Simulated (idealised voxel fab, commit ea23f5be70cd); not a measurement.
voxel gate over fins: a process module
Cross-sectional view cut (width: 230 nm; square cell size: 5 nm).
A cross-section is a grid of square cells, given in bands from the top down. A band is one or more rows of cells. Top height, bottom height, nm. Materials left to right, width each, nm. Single material + "edge to edge" = fills band edge to edge. "empty" = empty. All heights in this document are referenced to 0, defined as the level beneath which the wafer, as received, consists entirely of one material. The lowest band is not bounded below; it extends indefinitely downward and is written in the form "0 and below". It should be noted that a width expressed as "30..40" varies in equal increments from row to row of cells within the band, taking the value of the first number at the top row and that of the second number at the bottom row. "no modifications" after a step means that no cell of the cross-section changed. Any empty space of 8 cells or more lacking an open way to the top shows up in "Trapped cavities" as width x height at distance, distance from the left edge, in nm. Formally, on a step line, whatever follows the settings is a remark that the simulator itself makes on the step. The "overlay nm" setting may appear on a step's line; for a step that uses a mask, it gives how far to the right of its planned position the mask lay, and a negative value indicates the left.
Planned process steps
step 1: op RECEIVE | material Si
step 2: op CONFORMAL_DEP | material SiN | thk nm 5
step 3: op MASKED_ETCH | tone cover | mask id FINS | width nm 15 | pitch nm 35 | etch materials SiN | depth nm 5 | overlay nm 0
step 4: op MASKED_ETCH | tone cover | mask id FINS | width nm 15 | pitch nm 35 | etch materials Si | depth nm 40 | overlay nm -15
step 5: op OXIDIZE | depth nm 5
step 6: op FILL_DEP | material SiO2 | thk nm 10
step 7: op CMP | height nm 5
step 8: op SELECTIVE_ETCH | etch materials SiO2 | depth nm 20
step 9: op STRIP | etch materials SiN
step 10: op CONFORMAL_DEP | material HfO2 | thk nm 5
step 11: op CONFORMAL_DEP | material TiN | thk nm 5
step 12: op FILL_DEP | material W | thk nm 15
step 13: op CMP | height nm 20
step 14: op CONFORMAL_DEP | material SiCN | thk nm 5
Don't read the plan's overlay nm for step 4 as applying to every wafer: that's the first wafer's value, and the wafers differ in it, though they all start identical.
First wafer of several, as received: cross-section after step 1
* 0 and below = Si edge to edge
* Trapped cavities: none
What follows is a table in which each wafer occupies a row; for the wafer as it stands at the close of the module, the row states, material by material, how many cells have been gained (+) or lost (-) since receipt, and then gives its closed voids
overlay nm -15; +64 HfO2; -315 Si; +46 SiCN; +204 SiO2; +60 TiN; +171 W; Trapped cavities: none
overlay nm -10; +64 HfO2; -339 Si; +46 SiCN; +222 SiO2; +64 TiN; +173 W; Trapped cavities: none
overlay nm -5; +64 HfO2; -363 Si; +46 SiCN; +240 SiO2; +64 TiN; +179 W; Trapped cavities: none
overlay nm 0; +64 HfO2; -387 Si; +46 SiCN; +258 SiO2; +64 TiN; +185 W; Trapped cavities: none
overlay nm 5; +64 HfO2; -363 Si; +46 SiCN; +240 SiO2; +64 TiN; +179 W; Trapped cavities: none
overlay nm 10; +64 HfO2; -339 Si; +46 SiCN; +222 SiO2; +64 TiN; +173 W; Trapped cavities: none
overlay nm 15; +64 HfO2; -315 Si; +46 SiCN; +204 SiO2; +60 TiN; +171 W; Trapped cavities: none
